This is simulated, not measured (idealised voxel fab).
Herein follows the process module entitled voxel wiring stack.
Square cell edge 5 nm, section width 170 nm, ID cut.
Think of the cross-section as a grid of square cells. We describe it in bands, top to bottom, and each band covers one or more rows of those cells. Band: top height; bottom height; in nm. Then, left to right: material with width in nm, for each material. "all across": a single material spanning edge to edge. "empty": empty space. A quick word on heights: they are counted from 0, and under that level the wafer as it came to us is one material throughout. The lowest band is different from the rest in having no bottom; it simply continues downward, written as in "0 and below". Read "30->40" as a graded width: first number on top, second number at the bottom, same change between each pair of neighbouring rows. For the purposes of this document, the phrase "no change occurred" attached to a step denotes that no cell within the cross-section was modified by that step. "Closed internal cavities": sealed empty spaces, 8 cells or more, no open way to top, listed width x height at distance, with distance from the left edge and width, height and distance in nm. Past the settings on a step's line: simulator remark, on that step. A step line may carry the setting "overlay nm", which, for steps involving a mask, states the distance by which the mask lay to the right of its intended position; negative values denote displacement to the left.

Process steps - plan:
1,op RECEIVE | material Si
2,op CONFORMAL_DEP | material SiO2 | thk nm 15
3,op DIRECTIONAL_DEP | material TiN | thk nm 5
4,op DIRECTIONAL_DEP | material W | thk nm 15
5,op DIRECTIONAL_DEP | material aC | thk nm 15
6,op PATTERN | tone cover | mask id METAL_1 | material resist | width nm 25 | pitch nm 40 | thk nm 35 | overlay nm 0
7,op DIRECTIONAL_ETCH | etch materials aC | depth nm 15
8,op STRIP | etch materials resist
9,op DIRECTIONAL_ETCH | etch materials W | depth nm 15
10,op DIRECTIONAL_ETCH | etch materials TiN | depth nm 5
11,op STRIP | etch materials aC
12,op CONFORMAL_DEP | material SiN | thk nm 5
13,op FILL_DEP | material SiO2 | thk nm 5
14,op CMP | height nm 35
15,op CONFORMAL_DEP | material SiCN | thk nm 5
16,op DIRECTIONAL_DEP | material SiO2 | thk nm 25
17,op DIRECTIONAL_DEP | material aC | thk nm 15
18,op PATTERN | tone open | mask id METAL_2 | material resist | width nm 25 | pitch nm 40 | thk nm 30 | overlay nm 0
19,op DIRECTIONAL_ETCH | etch materials aC | depth nm 15
20,op STRIP | etch materials resist
21,op DIRECTIONAL_ETCH | etch materials SiO2 | depth nm 15
22,op STRIP | etch materials aC
23,op DIRECTIONAL_DEP | material aC | thk nm 10
24,op PATTERN | tone open | mask id METAL_2_HOLES | material resist | width nm 15 | pitch nm 80 | thk nm 30 | overlay nm 0
25,op DIRECTIONAL_ETCH | etch materials aC | depth nm 10
26,op STRIP | etch materials resist
27,op DIRECTIONAL_ETCH | etch materials SiO2 | depth nm 10
28,op DIRECTIONAL_ETCH | etch materials SiCN | depth nm 5
29,op STRIP | etch materials aC
30,op CONFORMAL_DEP | material TiN | thk nm 5
31,op FILL_DEP | material Cu | thk nm 5
32,op CMP | height nm 65
33,op CONFORMAL_DEP | material SiCN | thk nm 5
34,op DIRECTIONAL_DEP | material lowk | thk nm 25
35,op MASKED_ETCH | tone open | mask id METAL_3 | width nm 15 | pitch nm 40 | etch materials lowk | depth nm 15 | overlay nm 0
36,op MASKED_ETCH | tone open | mask id METAL_3_HOLES | width nm 15 | pitch nm 40 | etch materials lowk | depth nm 10 | overlay nm 0
37,op MASKED_ETCH | tone open | mask id METAL_3_HOLES | width nm 15 | pitch nm 40 | etch materials SiCN | depth nm 5 | overlay nm 0
38,op CONFORMAL_DEP | material TiN | thk nm 5
39,op FILL_DEP | material Cu | thk nm 10
40,op CMP | height nm 95
41,op CONFORMAL_DEP | material SiN | thk nm 5
What sets these wafers apart? The width nm at step 35. They all start alike, and the plan carries the first wafer's value.

After step 1, as received: first of several wafers, cross-section:
* 0 and below: Si all across
* Closed internal cavities: none

Cross-sectional representation of the first of several wafers at the end of the module, i.e. after its terminal step, step 41:
* 100 down to 95: SiN all across
* 95 down to 85: lowk 30; TiN 5->10; Cu 10->5; TiN 5; lowk 20; TiN 5->10; Cu 10->5; TiN 5; lowk 20; TiN 5->10; Cu 10->5; TiN 5; lowk 40
* 85 down to 80: lowk 35; TiN 15; lowk 25; TiN 15; lowk 25; TiN 15; lowk 40
* 80 down to 70: lowk 35; TiN 10; lowk 30; TiN 10; lowk 30; TiN 10; lowk 45
* 70 down to 65: SiCN 35; TiN 10; SiCN 30; TiN 10; SiCN 30; TiN 10; SiCN 45
* 65 down to 55: SiO2 30; TiN 5; Cu 15; TiN 5; SiO2 15; TiN 5; Cu 15; TiN 5; SiO2 15; TiN 5; Cu 15; TiN 5; SiO2 35
* 55 down to 50: SiO2 30; TiN 5; Cu 5; TiN 15; SiO2 15; TiN 25; SiO2 15; TiN 5; Cu 5; TiN 15; SiO2 35
* 50 down to 40: SiO2 30; TiN 5; Cu 5; TiN 5; SiO2 65; TiN 5; Cu 5; TiN 5; SiO2 45
* 40 down to 35: SiCN 30; TiN 15; SiCN 65; TiN 15; SiCN 45
* 35 down to 20: SiO2 25; SiN 5; W 25; SiN 5; SiO2 5; SiN 5; W 25; SiN 5; SiO2 5; SiN 5; W 25; SiN 5; SiO2 30
* 20 down to 15: SiN 30; TiN 25; SiN 15; TiN 25; SiN 15; TiN 25; SiN 35
* 15 down to 0: SiO2 all across
* 0 and below: Si all across
* Closed internal cavities: none

Cross-section at module completion, last wafer:
* 100 down to 95: SiN all across
* 95 down to 85: lowk 30; TiN 5; Cu 15; TiN 5; lowk 15; TiN 5; Cu 15; TiN 5; lowk 15; TiN 5; Cu 15; TiN 5; lowk 35
* 85 down to 80: lowk 30; TiN 5; Cu 5; TiN 15; lowk 15; TiN 5; Cu 5; TiN 15; lowk 15; TiN 5; Cu 5; TiN 15; lowk 35
* 80 down to 70: lowk 30; TiN 5; Cu 5; TiN 5; lowk 25; TiN 5; Cu 5; TiN 5; lowk 25; TiN 5; Cu 5; TiN 5; lowk 45
* 70 down to 65: SiCN 30; TiN 15; SiCN 25; TiN 15; SiCN 25; TiN 15; SiCN 45
* 65 down to 55: SiO2 30; TiN 5; Cu 15; TiN 5; SiO2 15; TiN 5; Cu 15; TiN 5; SiO2 15; TiN 5; Cu 15; TiN 5; SiO2 35
* 55 down to 50: SiO2 30; TiN 5; Cu 5; TiN 15; SiO2 15; TiN 25; SiO2 15; TiN 5; Cu 5; TiN 15; SiO2 35
* 50 down to 40: SiO2 30; TiN 5; Cu 5; TiN 5; SiO2 65; TiN 5; Cu 5; TiN 5; SiO2 45
* 40 down to 35: SiCN 30; TiN 15; SiCN 65; TiN 15; SiCN 45
* 35 down to 20: SiO2 25; SiN 5; W 25; SiN 5; SiO2 5; SiN 5; W 25; SiN 5; SiO2 5; SiN 5; W 25; SiN 5; SiO2 30
* 20 down to 15: SiN 30; TiN 25; SiN 15; TiN 25; SiN 15; TiN 25; SiN 35
* 15 down to 0: SiO2 all across
* 0 and below: Si all across
* Closed internal cavities: none

Per-wafer rows below. For each material: cells gained (+) or lost (-) since the wafer was received, as of end of module. Then: closed voids:
width nm 15; +33 Cu; +56 SiCN; +71 SiN; +254 SiO2; +96 TiN; +45 W; +125 lowk; Closed internal cavities: none
width nm 20; +39 Cu; +56 SiCN; +71 SiN; +254 SiO2; +99 TiN; +45 W; +116 lowk; Closed internal cavities: none
width nm 25; +51 Cu; +53 SiCN; +71 SiN; +254 SiO2; +99 TiN; +45 W; +107 lowk; Closed internal cavities: none
